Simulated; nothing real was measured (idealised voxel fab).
The process module presented herein is designated voxel ribs on slabs.
The width of the displayed cross-section, cut, is 295 nm; its cells are square, with a size of 5 nm.
If you're reading a cross-section in this doc, picture square cells in a grid; it comes to you as bands, top ones listed first down to the bottom, and a band can be one or more rows of cells. Band entry format. Leading values: height of top, height of bottom, nm. Remainder: materials in left-to-right order, each with its width in nm. Special words: "full width" on a single material, which then fills the band edge to edge; "empty", empty space. We count height from 0. Below that, the starting wafer is all one material. The lowest band never ends at the bottom but goes on down; see "0 nm and below" for how that is written. So if you see something like "30..40" for the width, read it as the top row of the band sitting at the first number and the bottom row at the second, with every row in between moving by the same amount as the last. Take "no alteration" at face value: in the step it is given for, the cross-section changed in none of its cells. "Enclosed cavity list": sealed empty spaces, 8 cells or more, no open way to top, listed width x height at distance, with distance from the left edge and width, height and distance in nm. If you see something after the settings on a step's line, that's the simulator's own remark about that step. "overlay nm" answers the question of how far to the right of plan the mask lay on a step that has a mask, and when it is negative the answer is to the left.
### Below is the list of planned process steps
1 RECEIVE,material Si
2 DIRECTIONAL_DEP,material SiO2,thk nm 30
3 DIRECTIONAL_DEP,material SiN,thk nm 15
4 PATTERN,tone cover,mask id RIB,material resist,width nm 15,thk nm 20,overlay nm 0
5 DIRECTIONAL_ETCH,etch materials SiN,depth nm 10
6 STRIP,etch materials resist
7 MASKED_ETCH,tone cover,mask id SLAB,width nm 75,etch materials SiN,depth nm 5,overlay nm 0
8 FILL_DEP,material SiO2,thk nm 25
9 CMP,height nm 65
10 DIRECTIONAL_DEP,material W,thk nm 10
11 DIRECTIONAL_DEP,material aC,thk nm 15
12 PATTERN,tone cover,mask id HEATER,material resist,width nm 25,thk nm 35,overlay nm 0
13 DIRECTIONAL_ETCH,etch materials aC,depth nm 15
14 STRIP,etch materials resist
15 DIRECTIONAL_ETCH,etch materials W,depth nm 10
16 STRIP,etch materials aC
17 CONFORMAL_DEP,material SiO2,thk nm 5
### The first wafer of two, processed as planned
### As received (post step 1): cross-section
0 nm and below: Si full width
Enclosed cavity list: none
### State of the wafer after step 2, shown in cross-section
30 nm to 0 nm: SiO2 full width
below 0: unchanged
### State of the wafer after step 3, shown in cross-section
45 nm to 30 nm: SiN full width
below 30: unchanged
### State of the wafer after step 4, shown in cross-section
65 nm to 45 nm: empty (140) | resist (15) | empty (140)
below 45: unchanged
### State of the wafer after step 5, shown in cross-section
65 nm to 45 nm: empty (140) | resist (15) | empty (140)
45 nm to 35 nm: empty (140) | SiN (15) | empty (140)
below 35: unchanged
### State of the wafer after step 6, shown in cross-section
45 nm to 35 nm: empty (140) | SiN (15) | empty (140)
below 35: unchanged
### State of the wafer after step 7, shown in cross-section
45 nm to 35 nm: empty (140) | SiN (15) | empty (140)
35 nm to 30 nm: empty (110) | SiN (75) | empty (110)
below 30: unchanged
### State of the wafer after step 8, shown in cross-section
70 nm to 45 nm: SiO2 full width
45 nm to 35 nm: SiO2 (140) | SiN (15) | SiO2 (140)
35 nm to 30 nm: SiO2 (110) | SiN (75) | SiO2 (110)
below 30: unchanged
### State of the wafer after step 9, shown in cross-section
65 nm to 45 nm: SiO2 full width
below 45: unchanged
### State of the wafer after step 10, shown in cross-section
75 nm to 65 nm: W full width
below 65: unchanged
### State of the wafer after step 11, shown in cross-section
90 nm to 75 nm: aC full width
below 75: unchanged
### State of the wafer after step 12, shown in cross-section
125 nm to 90 nm: empty (135) | resist (25) | empty (135)
below 90: unchanged
### State of the wafer after step 13, shown in cross-section
110 nm to 90 nm: empty (135) | resist (25) | empty (135)
90 nm to 75 nm: empty (135) | aC (25) | empty (135)
below 75: unchanged
### State of the wafer after step 14, shown in cross-section
90 nm to 75 nm: empty (135) | aC (25) | empty (135)
below 75: unchanged
### State of the wafer after step 15, shown in cross-section
90 nm to 75 nm: empty (135) | aC (25) | empty (135)
75 nm to 65 nm: empty (135) | W (25) | empty (135)
below 65: unchanged
### State of the wafer after step 16, shown in cross-section
75 nm to 65 nm: empty (135) | W (25) | empty (135)
below 65: unchanged
### State of the wafer after step 17, shown in cross-section
80 nm to 75 nm: empty (130) | SiO2 (35) | empty (130)
75 nm to 70 nm: empty (130) | SiO2 (5) | W (25) | SiO2 (5) | empty (130)
70 nm to 65 nm: SiO2 (135) | W (25) | SiO2 (135)
below 65: unchanged
### The second wafer was prepared from the same starting point and under the same plan as the first; its processing contained one mistake, and it remains indistinguishable from the first wafer up to and including step 3
### Second wafer, section view, time point: scheduled end of step 4
65 nm to 45 nm: empty (140) | resist (20) | empty (135)
below 45: unchanged
### Second wafer, section view, time point: scheduled end of step 5
65 nm to 45 nm: empty (140) | resist (20) | empty (135)
45 nm to 35 nm: empty (140) | SiN (20) | empty (135)
below 35: unchanged
### Second wafer, section view, time point: scheduled end of step 6
45 nm to 35 nm: empty (140) | SiN (20) | empty (135)
below 35: unchanged
### Second wafer, section view, time point: scheduled end of step 7
45 nm to 35 nm: empty (140) | SiN (20) | empty (135)
35 nm to 30 nm: empty (110) | SiN (75) | empty (110)
below 30: unchanged
### Second wafer, section view, time point: scheduled end of step 8
70 nm to 45 nm: SiO2 full width
45 nm to 35 nm: SiO2 (140) | SiN (20) | SiO2 (135)
35 nm to 30 nm: SiO2 (110) | SiN (75) | SiO2 (110)
below 30: unchanged
### Second wafer, section view, time point: scheduled end of step 9
65 nm to 45 nm: SiO2 full width
below 45: unchanged
### Second wafer, section view, time point: scheduled end of step 10
75 nm to 65 nm: W full width
below 65: unchanged
### Second wafer, section view, time point: scheduled end of step 11
90 nm to 75 nm: aC full width
below 75: unchanged
### Second wafer, section view, time point: scheduled end of step 12
125 nm to 90 nm: empty (135) | resist (25) | empty (135)
below 90: unchanged
### Second wafer, section view, time point: scheduled end of step 13
110 nm to 90 nm: empty (135) | resist (25) | empty (135)
90 nm to 75 nm: empty (135) | aC (25) | empty (135)
below 75: unchanged
### Second wafer, section view, time point: scheduled end of step 14
90 nm to 75 nm: empty (135) | aC (25) | empty (135)
below 75: unchanged
### Second wafer, section view, time point: scheduled end of step 15
90 nm to 75 nm: empty (135) | aC (25) | empty (135)
75 nm to 65 nm: empty (135) | W (25) | empty (135)
below 65: unchanged
### Second wafer, section view, time point: scheduled end of step 16
75 nm to 65 nm: empty (135) | W (25) | empty (135)
below 65: unchanged
### Second wafer, section view, time point: scheduled end of step 17
80 nm to 75 nm: empty (130) | SiO2 (35) | empty (130)
75 nm to 70 nm: empty (130) | SiO2 (5) | W (25) | SiO2 (5) | empty (130)
70 nm to 65 nm: SiO2 (135) | W (25) | SiO2 (135)
below 65: unchanged
In executing the process, a mistake was made relative to the plan: step 4 did not use the planned setting and instead ran as PATTERN,tone cover,mask id RIB,material resist,width nm 20,thk nm 20,overlay nm 0
The closing comparison, in cells, has the second wafer with more or fewer of some materials than the first: +2 SiN; -2 SiO2
